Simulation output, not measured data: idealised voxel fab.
process module | voxel self aligned contacts
cross-section cut | 270 nm wide | cells 5 nm
A cross-section is a grid of square cells, given in bands from the top down. A band is one or more rows of cells.
Each band's line starts with the height of the band's top and of its bottom, in nm. Then come its materials from left to right, each with its width in nm. One material with "throughout" fills the band from edge to edge. "air" is empty space.
Height 0 is the level under which the wafer as received is all one material. The lowest band goes on downwards, as in "0 down".
A width such as "30 to 40" changes by the same amount from each row of cells to the next, from the band's top row to its bottom row.
"no change" after a step means that no cell of the cross-section changed.
closed voids: empty space of 8 cells or more with no open way to the top, each as width x height at its distance from the left edge, in nm
after a step's settings: what the simulator itself notes on the step
overlay nm, on a step with a mask: how far to the right of its planned place the mask lay; to the left if negative
Each pair below shows a cross-section before one step and the cross-section after it, down to the lowest band that changed. The line under each pair gives the step between them, with its settings. The pairs can come from different runs of this module on the same starting wafer, so a pair continues from the pair above only where its "before" says so.
before
  65 to 55: SiO2 throughout
  55 to 30: SiO2 35 | SiN 50 | SiO2 20 | SiN 50 | SiO2 20 | SiN 50 | SiO2 45
  30 to 5: SiO2 35 | SiN 10 | polySi 35 | SiN 10 | SiO2 15 | SiN 10 | polySi 35 | SiN 10 | SiO2 15 | SiN 10 | polySi 35 | SiN 10 | SiO2 40
  5 to 0: SiO2 throughout
  0 down: Si throughout
  closed voids: none
after
  65 to 55: SiO2 75 | air 50 | SiO2 20 | air 50 | SiO2 75
  55 to 30: SiO2 35 | SiN 50 | air 20 | SiN 50 | air 20 | SiN 50 | SiO2 45
  30 to 5: SiO2 35 | SiN 10 | polySi 35 | SiN 10 | air 15 | SiN 10 | polySi 35 | SiN 10 | air 15 | SiN 10 | polySi 35 | SiN 10 | SiO2 40
  5 to 0: SiO2 90 | air 15 | SiO2 55 | air 15 | SiO2 95
  below 0: unchanged
  closed voids: none
the step between: op MASKED_ETCH | tone open | mask id CONTACT | width nm 50 | pitch nm 70 | etch materials SiO2 | depth nm 65 | overlay nm 0
before: the cross-section after the pair above
after
  70 to 65: TiN 80 | air 40 | TiN 30 | air 40 | TiN 80
  65 to 55: SiO2 75 | TiN 5 to 15 | air 40 to 10 | TiN 5 to 25 | SiO2 20 | TiN 5 to 15 | air 40 to 10 | TiN 5 to 25 | SiO2 75
  55 to 35: SiO2 35 | SiN 50 | TiN 5 | air 10 | TiN 5 | SiN 50 | TiN 5 | air 10 | TiN 5 | SiN 50 | SiO2 45
  35 to 30: SiO2 35 | SiN 50 | TiN 10 | air 5 | TiN 5 | SiN 50 | TiN 10 | air 5 | TiN 5 | SiN 50 | SiO2 45
  30 to 5: SiO2 35 | SiN 10 | polySi 35 | SiN 10 | TiN 5 | air 5 | TiN 5 | SiN 10 | polySi 35 | SiN 10 | TiN 5 | air 5 | TiN 5 | SiN 10 | polySi 35 | SiN 10 | SiO2 40
  5 to 0: SiO2 90 | TiN 15 | SiO2 55 | TiN 15 | SiO2 95
  below 0: unchanged
  closed voids: none
the step between: op CONFORMAL_DEP | material TiN | thk nm 5
before: the cross-section after the pair above
after
  75 to 70: W throughout
  70 to 65: TiN 80 | W 40 | TiN 30 | W 40 | TiN 80
  65 to 55: SiO2 75 | TiN 5 to 15 | W 40 to 10 | TiN 5 to 25 | SiO2 20 | TiN 5 to 15 | W 40 to 10 | TiN 5 to 25 | SiO2 75
  55 to 35: SiO2 35 | SiN 50 | TiN 5 | W 10 | TiN 5 | SiN 50 | TiN 5 | W 10 | TiN 5 | SiN 50 | SiO2 45
  35 to 30: SiO2 35 | SiN 50 | TiN 10 | W 5 | TiN 5 | SiN 50 | TiN 10 | W 5 | TiN 5 | SiN 50 | SiO2 45
  30 to 5: SiO2 35 | SiN 10 | polySi 35 | SiN 10 | TiN 5 | W 5 | TiN 5 | SiN 10 | polySi 35 | SiN 10 | TiN 5 | W 5 | TiN 5 | SiN 10 | polySi 35 | SiN 10 | SiO2 40
  below 5: unchanged
  closed voids: none
the step between: op FILL_DEP | material W | thk nm 5
before: the cross-section after the pair above
after
  65 to 55: SiO2 75 | TiN 5 to 15 | W 40 to 10 | TiN 5 to 25 | SiO2 20 | TiN 5 to 15 | W 40 to 10 | TiN 5 to 25 | SiO2 75
  below 55: unchanged
  closed voids: none
the step between: op CMP | height nm 65
before: the cross-section after the pair above
after
  70 to 65: SiN throughout
  below 65: unchanged
  closed voids: none
the step between: op CONFORMAL_DEP | material SiN | thk nm 5
before
  65 to 55: SiO2 75 | TiN 5 to 20 | W 40 to 10 | TiN 5 to 20 | SiO2 20 | TiN 5 to 20 | W 40 to 10 | TiN 5 to 20 | SiO2 75
  55 to 30: SiO2 40 | SiN 50 | TiN 5 | W 10 | TiN 5 | SiN 50 | TiN 5 | W 10 | TiN 5 | SiN 50 | SiO2 40
  30 to 5: SiO2 40 | SiN 10 | polySi 30 | SiN 10 | TiN 5 | W 10 | TiN 5 | SiN 10 | polySi 30 | SiN 10 | TiN 5 | W 10 | TiN 5 | SiN 10 | polySi 30 | SiN 10 | SiO2 40
  5 to 0: SiO2 90 | TiN 20 | SiO2 50 | TiN 20 | SiO2 90
  0 down: Si throughout
  closed voids: none
after
  70 to 65: TiN throughout
  below 65: unchanged
  closed voids: none
the step between: op CONFORMAL_DEP | material TiN | thk nm 5
before
  55 to 30: SiN throughout
  30 to 5: polySi throughout
  5 to 0: SiO2 throughout
  0 down: Si throughout
  closed voids: none
after
  55 to 30: SiN 50 | air 30 | SiN 40 | air 30 | SiN 40 | air 30 | SiN 50
  below 30: unchanged
  closed voids: none
the step between: op MASKED_ETCH | tone open | mask id GATE | width nm 30 | pitch nm 70 | etch materials SiN | depth nm 25 | overlay nm 0
before: the cross-section after the pair above
after
  65 to 40: SiN 60 | air 10 | SiN 60 | air 10 | SiN 60 | air 10 | SiN 60
  40 to 30: SiN throughout
  below 30: unchanged
  closed voids: none
the step between: op CONFORMAL_DEP | material SiN | thk nm 10
before: the cross-section after the pair above
after
  55 to 30: SiN 60 | air 10 | SiN 60 | air 10 | SiN 60 | air 10 | SiN 60
  below 30: unchanged
  closed voids: none
the step between: op DIRECTIONAL_ETCH | etch materials SiN | depth nm 10
before: the cross-section after the pair above
after
  70 to 55: SiO2 throughout
  55 to 30: SiN 60 | SiO2 10 | SiN 60 | SiO2 10 | SiN 60 | SiO2 10 | SiN 60
  below 30: unchanged
  closed voids: none
the step between: op FILL_DEP | material SiO2 | thk nm 15
before: the cross-section after the pair above
after
  65 to 55: SiO2 throughout
  below 55: unchanged
  closed voids: none
the step between: op CMP | height nm 65
before: the cross-section after the pair above
after
  65 to 55: SiO2 75 | air 50 | SiO2 20 | air 50 | SiO2 75
  below 55: unchanged
  closed voids: none
the step between: op MASKED_ETCH | tone open | mask id CONTACT | width nm 50 | pitch nm 70 | etch materials SiO2 | depth nm 65 | overlay nm 0
before: the cross-section after the pair above
after
  70 to 65: TiN 80 | air 40 | TiN 30 | air 40 | TiN 80
  65 to 60: SiO2 75 | TiN 5 | air 40 | TiN 5 | SiO2 20 | TiN 5 | air 40 | TiN 5 | SiO2 75
  60 to 55: SiO2 75 | TiN 50 | SiO2 20 | TiN 50 | SiO2 75
  below 55: unchanged
  closed voids: none
the step between: op CONFORMAL_DEP | material TiN | thk nm 5
before: the cross-section after the pair above
after
  75 to 70: W throughout
  70 to 65: TiN 80 | W 40 | TiN 30 | W 40 | TiN 80
  65 to 60: SiO2 75 | TiN 5 | W 40 | TiN 5 | SiO2 20 | TiN 5 | W 40 | TiN 5 | SiO2 75
  below 60: unchanged
  closed voids: none
the step between: op FILL_DEP | material W | thk nm 5
before: the cross-section after the pair above
after
  65 to 60: SiO2 75 | TiN 5 | W 40 | TiN 5 | SiO2 20 | TiN 5 | W 40 | TiN 5 | SiO2 75
  below 60: unchanged
  closed voids: none
the step between: op CMP | height nm 65
before: the cross-section after the pair above
after
  70 to 65: SiN throughout
  below 65: unchanged
  closed voids: none
the step between: op CONFORMAL_DEP | material SiN | thk nm 5
